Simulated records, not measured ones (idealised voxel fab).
You're looking at the process module voxel fin reveal.
Displayed cross-section: cut, width of 245 nm, square cells sized 5 nm.
A cross-section in this document is a grid of square cells, and it is written down as bands, the top band listed before the ones below it; a band is made up of one or more rows of cells. Per band: top height and bottom height in nm, followed by the left-to-right materials and their widths in nm; "full width" marks a single material spanning edge to edge, "empty" marks empty space. Heights are reckoned from 0. Under this level, the received wafer is all of one material. The bottommost band is open-ended downward, for example "0 and below". Think of "30..40" as a width that walks from the first number to the second as you go down the band, top row to bottom row, taking equal-sized steps from row to row. The cross-section has no changed cell in any step marked "same as before". "Completely sealed voids": empty spaces of 8 cells or more with no open way to the top, each given as width x height at distance, distance from the left edge, all in nm. On each step's line, the part that comes after the settings is the simulator's own comment on the step. On any step carrying a mask, the "overlay nm" setting, if present on the step's line, tells how far right of its planned place the mask lay; negative values point to the left.

STEPS IN THE PROCESS PLAN
- 1: RECEIVE, material Si
- 2: CONFORMAL_DEP, material SiN, thk nm 5
- 3: MASKED_ETCH, tone cover, mask id FINS, width nm 15, pitch nm 45, etch materials SiN, depth nm 5, overlay nm 0
- 4: MASKED_ETCH, tone cover, mask id FINS, width nm 15, pitch nm 45, etch materials Si, depth nm 30, overlay nm 0
- 5: OXIDIZE, depth nm 5
- 6: FILL_DEP, material SiO2, thk nm 10
- 7: CMP, height nm 5
- 8: SELECTIVE_ETCH, etch materials SiO2, depth nm 20
- 9: STRIP, etch materials SiN
- 10: CONFORMAL_DEP, material HfO2, thk nm 5
Be aware that, although all wafers share a common starting state, the width nm at step 4 differs among them, and the plan displays the first wafer's value.

SO THIS IS THE FIRST OF SEVERAL WAFERS, CROSS-SECTIONED AS IT CAME TO US, MEANING IT'S AT THE END OF STEP 1
    0 and below  Si full width
    Completely sealed voids: none

THE FOLLOWING TABLE CONTAINS A ROW PER WAFER, IN WHICH ARE REPORTED, AT THE CONCLUSION OF THE MODULE, THE CELLS OF EACH MATERIAL GAINED (+) OR LOST (-) SINCE THE WAFER'S RECEIPT, WITH ITS CLOSED VOIDS GIVEN THEREAFTER
width nm 15; +67 HfO2; -322 Si; +184 SiO2; Completely sealed voids: none
width nm 20; +67 HfO2; -304 Si; +172 SiO2; Completely sealed voids: none
width nm 25; +67 HfO2; -286 Si; +160 SiO2; Completely sealed voids: none
width nm 30; +67 HfO2; -268 Si; +148 SiO2; Completely sealed voids: none
